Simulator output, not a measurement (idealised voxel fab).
process module | voxel gate over fins
cross-section cut | 195 nm wide | cells 5 nm
A cross-section is a grid of square cells, given in bands from the top down. A band is one or more rows of cells.
Each band's line starts with the height of the band's top and of its bottom, in nm. Then come its materials from left to right, each with its width in nm. One material with "throughout" fills the band from edge to edge. "air" is empty space.
Height 0 is the level under which the wafer as received is all one material. The lowest band goes on downwards, as in "0 down".
A width such as "30 to 40" changes by the same amount from each row of cells to the next, from the band's top row to its bottom row.
"no change" after a step means that no cell of the cross-section changed.
closed voids: empty space of 8 cells or more with no open way to the top, each as width x height at its distance from the left edge, in nm
after a step's settings: what the simulator itself notes on the step
overlay nm, on a step with a mask: how far to the right of its planned place the mask lay; to the left if negative
plan
1 op RECEIVE | material Si
2 op CONFORMAL_DEP | material SiN | thk nm 10
3 op PATTERN | tone cover | mask id FINS | material resist | width nm 15 | pitch nm 40 | thk nm 15 | overlay nm 0
4 op DIRECTIONAL_ETCH | etch materials SiN | depth nm 10
5 op DIRECTIONAL_ETCH | etch materials Si | depth nm 30
6 op STRIP | etch materials resist
7 op OXIDIZE | depth nm 5
8 op FILL_DEP | material SiO2 | thk nm 5
9 op CMP | height nm 10
10 op SELECTIVE_ETCH | etch materials SiO2 | depth nm 25
11 op STRIP | etch materials SiN
12 op CONFORMAL_DEP | material HfO2 | thk nm 5
13 op CONFORMAL_DEP | material TiN | thk nm 5
14 op CONFORMAL_DEP | material TiAl | thk nm 5
15 op CONFORMAL_DEP | material TiN | thk nm 5
16 op FILL_DEP | material W | thk nm 15
17 op CMP | height nm 30
18 op CONFORMAL_DEP | material SiCN | thk nm 5
varied across the wafers: width nm of step 3. The plan shows the first wafer's value. All wafers start alike
first wafer as received, after step 1
  0 down: Si throughout
  closed voids: none
first wafer at the end, after step 18
  35 to 30: SiCN throughout
  30 to 20: W throughout
  20 to 15: W 55 | TiN 85 | W 55
  15 to 10: W 55 | TiN 5 | TiAl 35 | TiN 5 | TiAl 35 | TiN 5 | W 55
  10 to 5: W 55 | TiN 5 | TiAl 5 | TiN 25 | TiAl 5 | TiN 5 | TiAl 5 | TiN 25 | TiAl 5 | TiN 5 | W 55
  5 to 0: TiN 60 | TiAl 5 | TiN 5 | HfO2 15 | TiN 5 | TiAl 5 | TiN 5 | TiAl 5 | TiN 5 | HfO2 15 | TiN 5 | TiAl 5 | TiN 60
  0 to -5: TiAl 65 | TiN 5 | HfO2 5 | Si 5 | HfO2 5 | TiN 5 | TiAl 15 | TiN 5 | HfO2 5 | Si 5 | HfO2 5 | TiN 5 | TiAl 65
  -5 to -10: TiN 70 | HfO2 5 | Si 5 | HfO2 5 | TiN 25 | HfO2 5 | Si 5 | HfO2 5 | TiN 70
  -10 to -15: HfO2 75 | Si 5 | HfO2 35 | Si 5 | HfO2 75
  -15 to -35: SiO2 75 | Si 5 | SiO2 35 | Si 5 | SiO2 75
  -35 down: Si throughout
  closed voids: none
last wafer at the end
  35 to 30: SiCN throughout
  30 to 20: W throughout
  20 to 15: W 50 | TiN 95 | W 50
  15 to 10: W 50 | TiN 5 | TiAl 85 | TiN 5 | W 50
  10 to 5: W 50 | TiN 5 | TiAl 5 | TiN 35 | TiAl 5 | TiN 35 | TiAl 5 | TiN 5 | W 50
  5 to 0: TiN 55 | TiAl 5 | TiN 5 | HfO2 25 | TiN 5 | TiAl 5 | TiN 5 | HfO2 25 | TiN 5 | TiAl 5 | TiN 55
  0 to -5: TiAl 60 | TiN 5 | HfO2 5 | Si 15 | HfO2 5 | TiN 5 | TiAl 5 | TiN 5 | HfO2 5 | Si 15 | HfO2 5 | TiN 5 | TiAl 60
  -5 to -10: TiN 65 | HfO2 5 | Si 15 | HfO2 5 | TiN 15 | HfO2 5 | Si 15 | HfO2 5 | TiN 65
  -10 to -15: HfO2 70 | Si 15 | HfO2 25 | Si 15 | HfO2 70
  -15 to -35: SiO2 70 | Si 15 | SiO2 25 | Si 15 | SiO2 70
  -35 down: Si throughout
  closed voids: none
each wafer at the end: cells of each material gained (+) or lost (-) since it was received, then its closed voids
width nm 15 | +51 HfO2 | -259 Si | +39 SiCN | +148 SiO2 | +51 TiAl | +99 TiN | +144 W | closed voids: none
width nm 20 | +51 HfO2 | -245 Si | +39 SiCN | +140 SiO2 | +51 TiAl | +96 TiN | +141 W | closed voids: none
width nm 25 | +51 HfO2 | -231 Si | +39 SiCN | +132 SiO2 | +48 TiAl | +96 TiN | +138 W | closed voids: none
